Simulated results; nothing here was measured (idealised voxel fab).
Process module in this document: voxel gate over fins
Cross-section cut spans 240 nm and uses square cells 5 nm in size.
Bands, listed from the top down, are how a cross-section gets written in this document; the cross-section itself is a grid of square cells, and a band is one or more rows of them. Band: top height; bottom height; in nm. Then, left to right: material with width in nm, for each material. "full width": a single material spanning edge to edge. "air": empty space. Ref level 0: as-received wafer is one material below here. Bottom band extends down with no lower bound ("z 0 and below"). When a width is written as two numbers, as in "30..40", the first number is the width in the top row of cells of the band and the second is the width in its bottom row, and the width changes by the same amount from each row to the next. "remained unchanged" (step): cross-section cells unchanged, all of them. In the "Closed void listing" entry, you get each enclosed empty space of 8 cells or more, one with no open way to the top, written width x height at distance, distance from the left edge, in nm. Whatever follows a step's settings on its line is a remark the simulator itself makes about that step. "overlay nm" on a masked step: distance the mask lay right of its planned place, negative for left.
The process steps that were planned are listed below:
step 1: RECEIVE,material Si
step 2: CONFORMAL_DEP,material SiN,thk nm 5
step 3: PATTERN,tone cover,mask id FINS,material resist,width nm 15,pitch nm 50,thk nm 15,overlay nm 0
step 4: DIRECTIONAL_ETCH,etch materials SiN,depth nm 5
step 5: DIRECTIONAL_ETCH,etch materials Si,depth nm 30
step 6: STRIP,etch materials resist
step 7: OXIDIZE,depth nm 5
step 8: FILL_DEP,material SiO2,thk nm 5
step 9: CMP,height nm 5
step 10: MASKED_ETCH,tone open,mask id RAIL,width nm 15,etch materials SiO2,depth nm 30,overlay nm 0
step 11: CONFORMAL_DEP,material TiN,thk nm 5
step 12: FILL_DEP,material W,thk nm 10
step 13: CMP,height nm 5
step 14: SELECTIVE_ETCH,etch materials W Ru TiN,depth nm 20
step 15: FILL_DEP,material SiO2,thk nm 5
step 16: CMP,height nm 5
step 17: SELECTIVE_ETCH,etch materials SiO2,depth nm 15
step 18: STRIP,etch materials SiN
step 19: CONFORMAL_DEP,material HfO2,thk nm 5
step 20: CONFORMAL_DEP,material TiN,thk nm 5
step 21: FILL_DEP,material W,thk nm 15
step 22: CMP,height nm 20
step 23: CONFORMAL_DEP,material SiN,thk nm 5
Delivered wafer in cross-section: state after step 1:
	z 0 and below  Si full width
	Closed void listing: none
Run as planned - first of the two wafers cross-sectioned at the end of the module:
	z 25 to 20  SiN full width
	z 20 to 10  W full width
	z 10 to 5  W=80 / TiN=25 / W=25 / TiN=25 / W=85
	z 5 to 0  W=80 / TiN=5 / HfO2=15 / TiN=5 / W=25 / TiN=5 / HfO2=15 / TiN=5 / W=85
	z 0 to -5  TiN=85 / HfO2=5 / Si=5 / HfO2=5 / TiN=35 / HfO2=5 / Si=5 / HfO2=5 / TiN=90
	z -5 to -10  HfO2=90 / Si=5 / HfO2=45 / Si=5 / HfO2=95
	z -10 to -15  SiO2=90 / Si=5 / SiO2=45 / Si=5 / SiO2=95
	z -15 to -20  SiO2=90 / Si=5 / SiO2=15 / TiN=5 / W=5 / TiN=5 / SiO2=15 / Si=5 / SiO2=95
	z -20 to -25  SiO2=90 / Si=5 / SiO2=15 / TiN=15 / SiO2=15 / Si=5 / SiO2=95
	z -25 to -35  SiO2=90 / Si=5 / SiO2=45 / Si=5 / SiO2=95
	z -35 and below  Si full width
	Closed void listing: none
Second of two wafers, module complete, sectioned: it shares the first wafer's start and plan but was run with one mistake:
	z 25 to 20  SiN full width
	z 20 to 10  W full width
	z 10 to 5  W=80 / HfO2=25 / W=25 / HfO2=25 / W=85
	z 5 to 0  W=80 / HfO2=5 / TiN=15 / HfO2=5 / W=25 / HfO2=5 / TiN=15 / HfO2=5 / W=85
	z 0 to -5  HfO2=85 / TiN=5 / Si=5 / TiN=5 / HfO2=35 / TiN=5 / Si=5 / TiN=5 / HfO2=90
	z -5 to -10  TiN=90 / Si=5 / TiN=45 / Si=5 / TiN=95
	z -10 to -15  SiO2=90 / Si=5 / SiO2=45 / Si=5 / SiO2=95
	z -15 to -20  SiO2=90 / Si=5 / SiO2=15 / TiN=5 / W=5 / TiN=5 / SiO2=15 / Si=5 / SiO2=95
	z -20 to -25  SiO2=90 / Si=5 / SiO2=15 / TiN=15 / SiO2=15 / Si=5 / SiO2=95
	z -25 to -35  SiO2=90 / Si=5 / SiO2=45 / Si=5 / SiO2=95
	z -35 and below  Si full width
	Closed void listing: none
The mistake made against the process plan was this: contrary to the plan, steps 19 and 20 were processed in exchanged order
Same inventory, different map: at the end, the second wafer holds as many cells of each material as the first, placed elsewhere.
